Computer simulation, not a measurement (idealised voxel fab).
process module | voxel self aligned vias
cross-section cut | 235 nm wide | cells 5 nm
A cross-section is a grid of square cells, given in bands from the top down. A band is one or more rows of cells.
Each band's line starts with the height of the band's top and of its bottom, in nm. Then come its materials from left to right, each with its width in nm. One material with "throughout" fills the band from edge to edge. "air" is empty space.
Height 0 is the level under which the wafer as received is all one material. The lowest band goes on downwards, as in "0 down".
A width such as "30 to 40" changes by the same amount from each row of cells to the next, from the band's top row to its bottom row.
"no change" after a step means that no cell of the cross-section changed.
closed voids: empty space of 8 cells or more with no open way to the top, each as width x height at its distance from the left edge, in nm
after a step's settings: what the simulator itself notes on the step
overlay nm, on a step with a mask: how far to the right of its planned place the mask lay; to the left if negative
plan
1 op RECEIVE | material Si
2 op CONFORMAL_DEP | material SiO2 | thk nm 10
3 op CONFORMAL_DEP | material SiCN | thk nm 5
4 op DIRECTIONAL_DEP | material SiO2 | thk nm 20
5 op MASKED_ETCH | tone open | mask id LINES | width nm 25 | pitch nm 70 | etch materials SiO2 | depth nm 20 | overlay nm 0
6 op CONFORMAL_DEP | material TiN | thk nm 5
7 op FILL_DEP | material W | thk nm 10
8 op CMP | height nm 35
9 op SELECTIVE_ETCH | etch materials W Ru TiN | depth nm 5
10 op FILL_DEP | material SiN | thk nm 5
11 op CMP | height nm 35
12 op DIRECTIONAL_DEP | material SiO2 | thk nm 15
13 op MASKED_ETCH | tone open | mask id VIAS | width nm 45 | pitch nm 70 | etch materials SiO2 | depth nm 15 | overlay nm 0
14 op MASKED_ETCH | tone open | mask id VIAS | width nm 45 | pitch nm 70 | etch materials SiN | depth nm 5 | overlay nm 0
15 op CONFORMAL_DEP | material TiN | thk nm 5
16 op FILL_DEP | material W | thk nm 10
17 op CMP | height nm 50
18 op CONFORMAL_DEP | material SiN | thk nm 5
first wafer, as planned
as received, after step 1
  0 down: Si throughout
  closed voids: none
after step 2
  10 to 0: SiO2 throughout
  below 0: unchanged
after step 3
  15 to 10: SiCN throughout
  below 10: unchanged
after step 4
  35 to 15: SiO2 throughout
  below 15: unchanged
after step 5
  35 to 15: SiO2 70 | air 25 | SiO2 45 | air 25 | SiO2 70
  below 15: unchanged
after step 6
  40 to 35: TiN 75 | air 15 | TiN 55 | air 15 | TiN 75
  35 to 20: SiO2 70 | TiN 5 | air 15 | TiN 5 | SiO2 45 | TiN 5 | air 15 | TiN 5 | SiO2 70
  20 to 15: SiO2 70 | TiN 25 | SiO2 45 | TiN 25 | SiO2 70
  below 15: unchanged
after step 7
  50 to 40: W throughout
  40 to 35: TiN 75 | W 15 | TiN 55 | W 15 | TiN 75
  35 to 20: SiO2 70 | TiN 5 | W 15 | TiN 5 | SiO2 45 | TiN 5 | W 15 | TiN 5 | SiO2 70
  below 20: unchanged
after step 8
  35 to 20: SiO2 70 | TiN 5 | W 15 | TiN 5 | SiO2 45 | TiN 5 | W 15 | TiN 5 | SiO2 70
  below 20: unchanged
after step 9
  35 to 30: SiO2 70 | air 25 | SiO2 45 | air 25 | SiO2 70
  below 30: unchanged
after step 10
  40 to 35: SiN throughout
  35 to 30: SiO2 70 | SiN 25 | SiO2 45 | SiN 25 | SiO2 70
  below 30: unchanged
after step 11
  35 to 30: SiO2 70 | SiN 25 | SiO2 45 | SiN 25 | SiO2 70
  below 30: unchanged
after step 12
  50 to 35: SiO2 throughout
  below 35: unchanged
after step 13
  50 to 35: SiO2 60 | air 45 | SiO2 25 | air 45 | SiO2 60
  below 35: unchanged
after step 14
  50 to 35: SiO2 60 | air 45 | SiO2 25 | air 45 | SiO2 60
  35 to 30: SiO2 70 | air 25 | SiO2 45 | air 25 | SiO2 70
  below 30: unchanged
after step 15
  55 to 50: TiN 65 | air 35 | TiN 35 | air 35 | TiN 65
  50 to 40: SiO2 60 | TiN 5 | air 35 | TiN 5 | SiO2 25 | TiN 5 | air 35 | TiN 5 | SiO2 60
  40 to 35: SiO2 60 | TiN 15 | air 15 | TiN 15 | SiO2 25 | TiN 15 | air 15 | TiN 15 | SiO2 60
  35 to 30: SiO2 70 | TiN 25 | SiO2 45 | TiN 25 | SiO2 70
  below 30: unchanged
after step 16
  65 to 55: W throughout
  55 to 50: TiN 65 | W 35 | TiN 35 | W 35 | TiN 65
  50 to 40: SiO2 60 | TiN 5 | W 35 | TiN 5 | SiO2 25 | TiN 5 | W 35 | TiN 5 | SiO2 60
  40 to 35: SiO2 60 | TiN 15 | W 15 | TiN 15 | SiO2 25 | TiN 15 | W 15 | TiN 15 | SiO2 60
  below 35: unchanged
after step 17
  50 to 40: SiO2 60 | TiN 5 | W 35 | TiN 5 | SiO2 25 | TiN 5 | W 35 | TiN 5 | SiO2 60
  below 40: unchanged
after step 18
  55 to 50: SiN throughout
  below 50: unchanged
second wafer: like start, like plan, one mistake. Through step 11 it matches the first wafer
when step 12 should have ended
  35 to 30: SiO2 60 | air 10 | SiN 25 | air 10 | SiO2 25 | air 10 | SiN 25 | air 10 | SiO2 60
  30 to 20: SiO2 60 | air 10 | TiN 5 | W 15 | TiN 5 | air 10 | SiO2 25 | air 10 | TiN 5 | W 15 | TiN 5 | air 10 | SiO2 60
  below 20: unchanged
when step 13 should have ended
  50 to 35: SiO2 60 | air 10 | SiO2 25 | air 10 | SiO2 25 | air 10 | SiO2 25 | air 10 | SiO2 60
  35 to 30: SiO2 70 | SiN 25 | SiO2 45 | SiN 25 | SiO2 70
  30 to 20: SiO2 70 | TiN 5 | W 15 | TiN 5 | SiO2 45 | TiN 5 | W 15 | TiN 5 | SiO2 70
  below 20: unchanged
when step 14 should have ended: no change
when step 15 should have ended
  55 to 50: TiN throughout
  50 to 35: SiO2 60 | TiN 10 | SiO2 25 | TiN 10 | SiO2 25 | TiN 10 | SiO2 25 | TiN 10 | SiO2 60
  below 35: unchanged
when step 16 should have ended
  65 to 55: W throughout
  below 55: unchanged
when step 17 should have ended
  50 to 35: SiO2 60 | TiN 10 | SiO2 25 | TiN 10 | SiO2 25 | TiN 10 | SiO2 25 | TiN 10 | SiO2 60
  below 35: unchanged
when step 18 should have ended
  55 to 50: SiN throughout
  below 50: unchanged
what went wrong: steps 12 and 13 were swapped
at the end the second wafer has, in cells: 10 more of SiN | 30 more of SiO2 | 6 fewer of TiN | 34 fewer of W
